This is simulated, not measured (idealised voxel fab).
The name of this process module is voxel air gaps.
Section cut is 215 nm wide and gridded with 5 nm square cells.
Cross-section format: a grid of square cells, given as bands from top to bottom; each band is one or more rows of cells. Top, bottom (nm), then materials left to right with widths (nm); lone material tagged "everywhere" fills the whole band edge to edge; "empty" = empty space. All heights in this document are referenced to 0, defined as the level beneath which the wafer, as received, consists entirely of one material. The lowest band is not bounded below; it extends indefinitely downward and is written in the form "from 0 down". A width such as "30->40" changes by the same amount from each row of cells to the next, from the band's top row to its bottom row. You'll sometimes find "no modification" written for a step, and that's the way of saying that nowhere in the cross-section did a cell change during that step. For the entry "Enclosed internal voids", the listed items are empty spaces with no open way to the top whose size is 8 cells or more; each item follows the pattern width x height at distance, where distance is from the left edge and all three are in nm. That trailing text on a step's line, after the settings, is the simulator's own remark on the step. For masked steps, "overlay nm" on the step line gives how far right of plan the mask actually lay; a minus sign means it lay to the left.

### The planned process steps are enumerated hereunder
1) RECEIVE | material Si
2) CONFORMAL_DEP | material SiO2 | thk nm 15
3) CONFORMAL_DEP | material SiCN | thk nm 5
4) DIRECTIONAL_DEP | material SiO2 | thk nm 35
5) DIRECTIONAL_DEP | material aC | thk nm 15
6) PATTERN | tone open | mask id LINES | material resist | width nm 25 | pitch nm 50 | thk nm 30 | overlay nm 0
7) DIRECTIONAL_ETCH | etch materials aC | depth nm 15
8) STRIP | etch materials resist
9) DIRECTIONAL_ETCH | etch materials SiO2 | depth nm 35
10) STRIP | etch materials aC
11) CONFORMAL_DEP | material TiN | thk nm 5
12) FILL_DEP | material W | thk nm 5
13) CMP | height nm 55
14) EPI | material Ru | thk nm 10
15) SELECTIVE_ETCH | etch materials SiO2 | depth nm 45
16) CONFORMAL_DEP | material SiCN | thk nm 5

### Cross-section: wafer on arrival = after step 1
from 0 down: Si everywhere
Enclosed internal voids: none

### Wafer cross-section at module end: first of two, run to plan
from 70 to 65: 30 empty, then 155 SiCN, then 30 empty
from 65 to 55: 30 empty, then 5 SiCN, then 45 Ru, then 5 SiCN, then 45 Ru, then 5 SiCN, then 45 Ru, then 5 SiCN, then 30 empty
from 55 to 50: 30 empty, then 15 SiCN, then 5 TiN, then 15 W, then 5 TiN, then 25 SiCN, then 5 TiN, then 15 W, then 5 TiN, then 25 SiCN, then 5 TiN, then 15 W, then 5 TiN, then 15 SiCN, then 30 empty
from 50 to 25: 40 empty, then 5 SiCN, then 5 TiN, then 15 W, then 5 TiN, then 5 SiCN, then 15 empty, then 5 SiCN, then 5 TiN, then 15 W, then 5 TiN, then 5 SiCN, then 15 empty, then 5 SiCN, then 5 TiN, then 15 W, then 5 TiN, then 5 SiCN, then 40 empty
from 25 to 20: 45 SiCN, then 25 TiN, then 25 SiCN, then 25 TiN, then 25 SiCN, then 25 TiN, then 45 SiCN
from 20 to 15: SiCN everywhere
from 15 to 0: SiO2 everywhere
from 0 down: Si everywhere
Enclosed internal voids: 15 x 25 at 75; 15 x 25 at 125

### Cross-section, second wafer: same start as the first, same plan as the first, one mistake in running it; taken at the end of the module
from 70 to 65: 30 empty, then 155 SiCN, then 30 empty
from 65 to 55: 30 empty, then 5 SiCN, then 45 Ru, then 5 SiCN, then 45 Ru, then 5 SiCN, then 45 Ru, then 5 SiCN, then 30 empty
from 55 to 50: 30 empty, then 15 SiCN, then 5 TiN, then 15 W, then 5 TiN, then 25 SiCN, then 5 TiN, then 15 W, then 5 TiN, then 25 SiCN, then 5 TiN, then 15 W, then 5 TiN, then 15 SiCN, then 30 empty
from 50 to 40: 40 empty, then 5 SiCN, then 5 TiN, then 15 W, then 5 TiN, then 5 SiCN, then 15 empty, then 5 SiCN, then 5 TiN, then 15 W, then 5 TiN, then 5 SiCN, then 15 empty, then 5 SiCN, then 5 TiN, then 15 W, then 5 TiN, then 5 SiCN, then 40 empty
from 40 to 35: 45 SiCN, then 25 TiN, then 25 SiCN, then 25 TiN, then 25 SiCN, then 25 TiN, then 45 SiCN
from 35 to 30: SiCN everywhere
from 30 to 0: SiO2 everywhere
from 0 down: Si everywhere
Enclosed internal voids: none
What was the processing mistake? step 2 was run twice
at the end the second wafer has, in cells: -18 SiCN, +129 SiO2, -18 TiN, -27 W
Final observation: first wafer, 2 closed voids; second wafer, 0 closed voids.
